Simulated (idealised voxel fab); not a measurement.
The name of this process module is voxel spacer lines.
Cross-section cut spans 180 nm and uses square cells 5 nm in size.
Reading order for cross-sections: top band down to bottom band. Underlying form: a grid of square cells. Band size: one or more rows of cells. First you get the band's top height and its bottom height, in nm, and then the materials it's made of, left to right, with each width in nm. If you see a single material with "everywhere", that one covers the band edge to edge. "air" is empty space. Height 0 is the level under which the wafer as received is all one material. The lowest band goes on downwards, as in "from 0 down". Graded width ("30..40"): value in top row of band = first number; value in bottom row = second number; row-to-row change constant. "remains unaltered" means the step left every cell of the cross-section as it was. Empty spaces counting at least 8 cells and having no open way to the top are listed in "Enclosed internal voids". The notation width x height at distance is used for each, the distance being from the left edge and all three values in nm. Text after the settings on a step's line: the simulator's own remark on that step. A step line may carry the setting "overlay nm", which, for steps involving a mask, states the distance by which the mask lay to the right of its intended position; negative values denote displacement to the left.
Process steps - plan
- 1: RECEIVE (material Si)
- 2: CONFORMAL_DEP (material Al2O3; thk nm 5)
- 3: DIRECTIONAL_DEP (material polySi; thk nm 15)
- 4: DIRECTIONAL_DEP (material aC; thk nm 20)
- 5: PATTERN (tone cover; mask id MANDREL; material resist; width nm 20; pitch nm 60; thk nm 25; overlay nm 0)
- 6: DIRECTIONAL_ETCH (etch materials aC; depth nm 20)
- 7: STRIP (etch materials resist)
- 8: CONFORMAL_DEP (material SiO2; thk nm 10)
- 9: DIRECTIONAL_ETCH (etch materials SiO2; depth nm 10)
- 10: STRIP (etch materials aC)
- 11: DIRECTIONAL_ETCH (etch materials polySi; depth nm 15)
- 12: STRIP (etch materials SiO2)
Incoming wafer in cross-section (state: after step 1)
> from 0 down: Si everywhere
> Enclosed internal voids: none
Final wafer profile in cross-section after the module, from the same start and plan as above, with one mistake made during processing
> from 35 to 20: air=40; polySi=10; air=20; polySi=10; air=20; polySi=10; air=20; polySi=10; air=40
> from 20 to 5: polySi everywhere
> from 5 to 0: Al2O3 everywhere
> from 0 down: Si everywhere
> Enclosed internal voids: none
It is concluded that the wafer was processed incorrectly with respect to the plan, in that twice, step 3 of the plan was run
